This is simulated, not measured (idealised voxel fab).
The following process module bears the name voxel air gaps.
This is section cut - it's 165 nm across, gridded in 5 nm square cells.
Format of a cross-section: grid, square cells. Given as bands. Order: top down. Band: one or more rows of cells.
In this notation a band is specified by the heights of its top and bottom, in that order and in nm, after which its materials appear from left to right, each paired with its width in nm. The word "throughout" attached to a single material means that material fills the band from edge to edge; the word "air" stands for empty space.
Heights are reckoned from 0. Under this level, the received wafer is all of one material. The bottommost band is open-ended downward, for example "from 0 down".
The notation "30..40" denotes a width that varies across the rows of cells in the band, beginning at the first number in the top row, finishing at the second number in the bottom row, and changing by an identical amount from each row to the next.
Any step labelled "changes: none" changed none of the cells in the cross-section.
"Entrapped void list" means: voids of 8 cells or more that are shut off from the top with no open way through. Written width x height at distance, distance from the left edge, in nm.
Note: text after step settings on the step line = simulator remark on that step.
On any step carrying a mask, the "overlay nm" setting, if present on the step's line, tells how far right of its planned place the mask lay; negative values point to the left.
How should the pairs below be read? Each gives the cross-section before one process step and the cross-section after it, the latter drawn only to the lowest band that changed; the step that lies between them, with its settings, appears under the pair. Does a pair pick up where the pair above left off? Only where its entry headed "Prior to step" says so, since pairs can come from different runs of this module on the same starting wafer.
PRIOR TO STEP
- from 60 to 50: air=20, Ru=40, air=5, Ru=40, air=5, Ru=40, air=15
- from 50 to 25: air=30, TiN=5, Ru=10, TiN=5, air=25, TiN=5, Ru=10, TiN=5, air=25, TiN=5, Ru=10, TiN=5, air=25
- from 25 to 20: air=30, TiN=20, air=25, TiN=20, air=25, TiN=20, air=25
- from 20 to 15: SiCN throughout
- from 15 to 0: SiO2 throughout
- from 0 down: Si throughout
- Entrapped void list: none
AFTER THE STEP
- from 65 to 60: air=15, SiCN=140, air=10
- from 60 to 50: air=15, SiCN=5, Ru=40, SiCN=5, Ru=40, SiCN=5, Ru=40, SiCN=5, air=10
- from 50 to 45: air=15, SiCN=15, TiN=5, Ru=10, TiN=5, SiCN=25, TiN=5, Ru=10, TiN=5, SiCN=25, TiN=5, Ru=10, TiN=5, SiCN=15, air=10
- from 45 to 25: air=25, SiCN=5, TiN=5, Ru=10, TiN=5, SiCN=5, air=15, SiCN=5, TiN=5, Ru=10, TiN=5, SiCN=5, air=15, SiCN=5, TiN=5, Ru=10, TiN=5, SiCN=5, air=20
- from 25 to 20: SiCN=30, TiN=20, SiCN=25, TiN=20, SiCN=25, TiN=20, SiCN=25
- All layers under 20 are left as they were.
- Entrapped void list: 15 x 20 at 55; 15 x 20 at 100
Can you say which step sits between the two cross-sections above? CONFORMAL_DEP [material SiCN] [thk nm 5]
PRIOR TO STEP
- from 20 to 15: SiCN throughout
- from 15 to 0: SiO2 throughout
- from 0 down: Si throughout
- Entrapped void list: none
AFTER THE STEP
- from 50 to 15: SiCN throughout
- All layers under 15 are left as they were.
- Entrapped void list: none
Can you say which step sits between the two cross-sections above? DIRECTIONAL_DEP [material SiCN] [thk nm 30]
Prior to step: as shown after the step in the preceding pair, directly above.
AFTER THE STEP
- from 60 to 50: aC throughout
- All layers under 50 are left as they were.
- Entrapped void list: none
Can you say which step sits between the two cross-sections above? DIRECTIONAL_DEP [material aC] [thk nm 10]
Prior to step: as shown after the step in the preceding pair, directly above.
AFTER THE STEP
- from 85 to 60: resist=25, air=20, resist=25, air=20, resist=25, air=20, resist=30
- All layers under 60 are left as they were.
- Entrapped void list: none
Can you say which step sits between the two cross-sections above? PATTERN [tone open] [mask id LINES] [material resist] [width nm 20] [pitch nm 45] [thk nm 25] [overlay nm 0]
Prior to step: as shown after the step in the preceding pair, directly above.
AFTER THE STEP
- from 75 to 60: resist=25, air=20, resist=25, air=20, resist=25, air=20, resist=30
- from 60 to 50: aC=25, air=20, aC=25, air=20, aC=25, air=20, aC=30
- All layers under 50 are left as they were.
- Entrapped void list: none
Can you say which step sits between the two cross-sections above? DIRECTIONAL_ETCH [etch materials aC] [depth nm 10]
Prior to step: as shown after the step in the preceding pair, directly above.
AFTER THE STEP
- from 60 to 50: aC=25, air=20, aC=25, air=20, aC=25, air=20, aC=30
- All layers under 50 are left as they were.
- Entrapped void list: none
Can you say which step sits between the two cross-sections above? STRIP [etch materials resist]
Prior to step: as shown after the step in the preceding pair, directly above.
AFTER THE STEP
- from 50 to 15: SiCN throughout
- All layers under 15 are left as they were.
- Entrapped void list: none
Can you say which step sits between the two cross-sections above? STRIP [etch materials aC]
Prior to step: as shown after the step in the preceding pair, directly above.
AFTER THE STEP
- from 55 to 50: TiN throughout
- All layers under 50 are left as they were.
- Entrapped void list: none
Can you say which step sits between the two cross-sections above? CONFORMAL_DEP [material TiN] [thk nm 5]
Prior to step: as shown after the step in the preceding pair, directly above.
AFTER THE STEP
- from 60 to 55: Ru throughout
- All layers under 55 are left as they were.
- Entrapped void list: none
Can you say which step sits between the two cross-sections above? FILL_DEP [material Ru] [thk nm 5]
Prior to step: as shown after the step in the preceding pair, directly above.
AFTER THE STEP
- from 50 to 15: SiCN throughout
- All layers under 15 are left as they were.
- Entrapped void list: none
Can you say which step sits between the two cross-sections above? CMP [height nm 50]
Prior to step: as shown after the step in the preceding pair, directly above.
AFTER THE STEP
- from 55 to 15: SiCN throughout
- All layers under 15 are left as they were.
- Entrapped void list: none
Can you say which step sits between the two cross-sections above? CONFORMAL_DEP [material SiCN] [thk nm 5]
PRIOR TO STEP
- from 60 to 50: aC throughout
- from 50 to 20: lowk throughout
- from 20 to 15: SiCN throughout
- from 15 to 0: SiO2 throughout
- from 0 down: Si throughout
- Entrapped void list: none
AFTER THE STEP
- from 85 to 60: air=25, resist=20, air=25, resist=20, air=25, resist=20, air=30
- All layers under 60 are left as they were.
- Entrapped void list: none
Can you say which step sits between the two cross-sections above? PATTERN [tone cover] [mask id LINES] [material resist] [width nm 20] [pitch nm 45] [thk nm 25] [overlay nm 0]
Prior to step: as shown after the step in the preceding pair, directly above.
AFTER THE STEP
- from 75 to 60: air=25, resist=20, air=25, resist=20, air=25, resist=20, air=30
- from 60 to 50: air=25, aC=20, air=25, aC=20, air=25, aC=20, air=30
- All layers under 50 are left as they were.
- Entrapped void list: none
Can you say which step sits between the two cross-sections above? DIRECTIONAL_ETCH [etch materials aC] [depth nm 10]
Prior to step: as shown after the step in the preceding pair, directly above.
AFTER THE STEP
- from 60 to 50: air=25, aC=20, air=25, aC=20, air=25, aC=20, air=30
- All layers under 50 are left as they were.
- Entrapped void list: none
Can you say which step sits between the two cross-sections above? STRIP [etch materials resist]
Prior to step: as shown after the step in the preceding pair, directly above.
AFTER THE STEP
- from 60 to 50: air=25, aC=20, air=25, aC=20, air=25, aC=20, air=30
- from 50 to 20: air=25, lowk=20, air=25, lowk=20, air=25, lowk=20, air=30
- All layers under 20 are left as they were.
- Entrapped void list: none
Can you say which step sits between the two cross-sections above? DIRECTIONAL_ETCH [etch materials lowk] [depth nm 30]
Prior to step: as shown after the step in the preceding pair, directly above.
AFTER THE STEP
- from 50 to 20: air=25, lowk=20, air=25, lowk=20, air=25, lowk=20, air=30
- All layers under 20 are left as they were.
- Entrapped void list: none
Can you say which step sits between the two cross-sections above? STRIP [etch materials aC]
Prior to step: as shown after the step in the preceding pair, directly above.
AFTER THE STEP
- from 55 to 50: air=20, TiN=30, air=15, TiN=30, air=15, TiN=30, air=25
- from 50 to 25: air=20, TiN=5, lowk=20, TiN=5, air=15, TiN=5, lowk=20, TiN=5, air=15, TiN=5, lowk=20, TiN=5, air=25
- from 25 to 20: TiN=25, lowk=20, TiN=25, lowk=20, TiN=25, lowk=20, TiN=30
- All layers under 20 are left as they were.
- Entrapped void list: none
Can you say which step sits between the two cross-sections above? CONFORMAL_DEP [material TiN] [thk nm 5]
Prior to step: as shown after the step in the preceding pair, directly above.
AFTER THE STEP
- from 60 to 55: Ru throughout
- from 55 to 50: Ru=20, TiN=30, Ru=15, TiN=30, Ru=15, TiN=30, Ru=25
- from 50 to 25: Ru=20, TiN=5, lowk=20, TiN=5, Ru=15, TiN=5, lowk=20, TiN=5, Ru=15, TiN=5, lowk=20, TiN=5, Ru=25
- All layers under 25 are left as they were.
- Entrapped void list: none
Can you say which step sits between the two cross-sections above? FILL_DEP [material Ru] [thk nm 5]
Prior to step: as shown after the step in the preceding pair, directly above.
AFTER THE STEP
- from 50 to 25: Ru=20, TiN=5, lowk=20, TiN=5, Ru=15, TiN=5, lowk=20, TiN=5, Ru=15, TiN=5, lowk=20, TiN=5, Ru=25
- All layers under 25 are left as they were.
- Entrapped void list: none
Can you say which step sits between the two cross-sections above? CMP [height nm 50]
Prior to step: as shown after the step in the preceding pair, directly above.
AFTER THE STEP
- from 60 to 50: Ru throughout
- All layers under 50 are left as they were.
- Entrapped void list: none
Can you say which step sits between the two cross-sections above? EPI [material Ru] [thk nm 10]
Prior to step: as shown after the step in the preceding pair, directly above.
AFTER THE STEP
- from 65 to 60: SiCN throughout
- All layers under 60 are left as they were.
- Entrapped void list: none
Can you say which step sits between the two cross-sections above? CONFORMAL_DEP [material SiCN] [thk nm 5]
